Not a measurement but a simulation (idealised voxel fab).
Presented below is a process module, voxel ribs on slabs.
Xsec cut, 140 nm wide, square cell size 5 nm.
Format of a cross-section: grid, square cells. Given as bands. Order: top down. Band: one or more rows of cells. Per band: top height and bottom height in nm, followed by the left-to-right materials and their widths in nm; "edge to edge" marks a single material spanning edge to edge, "air" marks empty space. Ref level 0: as-received wafer is one material below here. Bottom band extends down with no lower bound ("0 down"). The notation "30 to 40" denotes a width that varies across the rows of cells in the band, beginning at the first number in the top row, finishing at the second number in the bottom row, and changing by an identical amount from each row to the next. It should be understood that the words "remains unaltered", when stated for a given step, signify that the cross-section underwent no change in any of its cells during that step. Empty spaces counting at least 8 cells and having no open way to the top are listed in "Closed void table". The notation width x height at distance is used for each, the distance being from the left edge and all three values in nm. Formally, on a step line, whatever follows the settings is a remark that the simulator itself makes on the step. "overlay nm" answers the question of how far to the right of plan the mask lay on a step that has a mask, and when it is negative the answer is to the left.

[The planned process steps are enumerated hereunder]
1 RECEIVE (material Si)
2 DIRECTIONAL_DEP (material SiO2; thk nm 20)
3 DIRECTIONAL_DEP (material SiN; thk nm 20)
4 PATTERN (tone cover; mask id RIB; material resist; width nm 25; thk nm 15; overlay nm 0)
5 DIRECTIONAL_ETCH (etch materials SiN; depth nm 15)
6 STRIP (etch materials resist)
7 MASKED_ETCH (tone cover; mask id SLAB; width nm 55; etch materials SiN; depth nm 5; overlay nm 0)
8 FILL_DEP (material SiO2; thk nm 15)
9 CMP (height nm 50)
10 DIRECTIONAL_DEP (material TiN; thk nm 5)
11 DIRECTIONAL_DEP (material aC; thk nm 15)
12 PATTERN (tone cover; mask id HEATER; material resist; width nm 35; thk nm 35; overlay nm 0)
13 DIRECTIONAL_ETCH (etch materials aC; depth nm 15)
14 STRIP (etch materials resist)
15 DIRECTIONAL_ETCH (etch materials TiN; depth nm 5)
16 STRIP (etch materials aC)
17 CONFORMAL_DEP (material SiN; thk nm 10)

[Cross-section of the wafer at receipt, which is the condition after step 1]
  0 down  Si edge to edge
  Closed void table: none

[As-planned run: cross-section of the first of two wafers at end of module]
  65 to 60  air 40 nm  SiN 55 nm  air 45 nm
  60 to 55  SiN edge to edge
  55 to 50  SiN 50 nm  TiN 35 nm  SiN 55 nm
  50 to 40  SiO2 edge to edge
  40 to 25  SiO2 55 nm  SiN 25 nm  SiO2 60 nm
  25 to 20  SiO2 40 nm  SiN 55 nm  SiO2 45 nm
  20 to 0  SiO2 edge to edge
  0 down  Si edge to edge
  Closed void table: none

[Here's the second of our two wafers sectioned at module end. Same start as the first, same plan, but one mistake got made running it]
  65 to 60  air 40 nm  SiN 55 nm  air 45 nm
  60 to 55  SiN edge to edge
  55 to 50  SiN 50 nm  TiN 35 nm  SiN 55 nm
  50 to 40  SiO2 55 to 40 nm  SiN 25 to 55 nm  SiO2 60 to 45 nm
  40 to 0  SiO2 edge to edge
  0 down  Si edge to edge
  Closed void table: none
Deviation noted in wafer processing: in the plan, step 2 was performed twice
Final cells, second wafer relative to first, materials higher or lower: 10 fewer of SiN; 10 more of SiO2
